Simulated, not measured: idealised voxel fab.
Herein follows the process module entitled voxel air gaps.
Square cells of 5 nm make up the cross-section cut, whose width is 260 nm.
Each cross-section below is a grid of square cells, stated as bands in top-down order, with one or more rows of cells making up each band.
What a band's entry tells you: where the top is and where the bottom is, as heights in nm, and after that what lies inside, material by material from left to right, each with its width in nm. Empty space is written as the word "blank", and a single material marked with the word "everywhere" occupies the band from edge to edge.
Heights are expressed relative to 0, this being the level below which the as-received wafer comprises one material exclusively. The lowest band is unbounded in the downward direction and is denoted as in "z 0 and below".
The two numbers in a width such as "30..40" mark its ends across the band: the first belongs to the top row of cells, the second to the bottom row, and from each row to the next the width moves by the same amount.
For the purposes of this document, the phrase "nothing altered" attached to a step denotes that no cell within the cross-section was modified by that step.
Look at "Enclosed internal cavities" for the closed voids: empty spaces with no open path to the top, sized 8 cells or up. Each is width x height at distance, distance from the left edge, all nm.
Whatever follows a step's settings on its line is a remark the simulator itself makes about that step.
The "overlay nm" setting may appear on a step's line; for a step that uses a mask, it gives how far to the right of its planned position the mask lay, and a negative value indicates the left.

These are the steps we planned for the process
1) RECEIVE: material Si
2) CONFORMAL_DEP: material SiO2, thk nm 15
3) CONFORMAL_DEP: material SiCN, thk nm 5
4) DIRECTIONAL_DEP: material SiO2, thk nm 40
5) PATTERN: tone open, mask id LINES, material resist, width nm 20, pitch nm 45, thk nm 20, overlay nm 0
6) DIRECTIONAL_ETCH: etch materials SiO2, depth nm 40
7) STRIP: etch materials resist
8) CONFORMAL_DEP: material TiN, thk nm 5
9) FILL_DEP: material Ru, thk nm 5
10) CMP: height nm 60
11) EPI: material Ru, thk nm 10
12) SELECTIVE_ETCH: etch materials SiO2, depth nm 50
13) CONFORMAL_DEP: material SiCN, thk nm 5

Incoming wafer, cross-sectional view, post step 1
  z 0 and below: Si everywhere
  Enclosed internal cavities: none

a wafer at the end: this start, this plan, one mistake
  z 75 to 70: blank: 35, SiCN: 185, blank: 40
  z 70 to 60: blank: 35, SiCN: 5, Ru: 40, SiCN: 5, Ru: 40, SiCN: 5, Ru: 40, SiCN: 5, Ru: 40, SiCN: 5, blank: 40
  z 60 to 25: blank: 35, SiCN: 5, Ru: 10, TiN: 5, Ru: 10, TiN: 5, Ru: 10, SiCN: 5, Ru: 10, TiN: 5, Ru: 10, TiN: 5, Ru: 10, SiCN: 5, Ru: 10, TiN: 5, Ru: 10, TiN: 5, Ru: 10, SiCN: 5, Ru: 10, TiN: 5, Ru: 10, TiN: 5, Ru: 10, SiCN: 5, blank: 40
  z 25 to 20: SiCN: 40, Ru: 10, TiN: 20, Ru: 10, SiCN: 5, Ru: 10, TiN: 20, Ru: 10, SiCN: 5, Ru: 10, TiN: 20, Ru: 10, SiCN: 5, Ru: 10, TiN: 20, Ru: 10, SiCN: 45
  z 20 to 15: SiCN everywhere
  z 15 to 0: SiO2 everywhere
  z 0 and below: Si everywhere
  Enclosed internal cavities: none
Diagnosis: contrary to the plan, steps 11 and 12 were processed in exchanged order
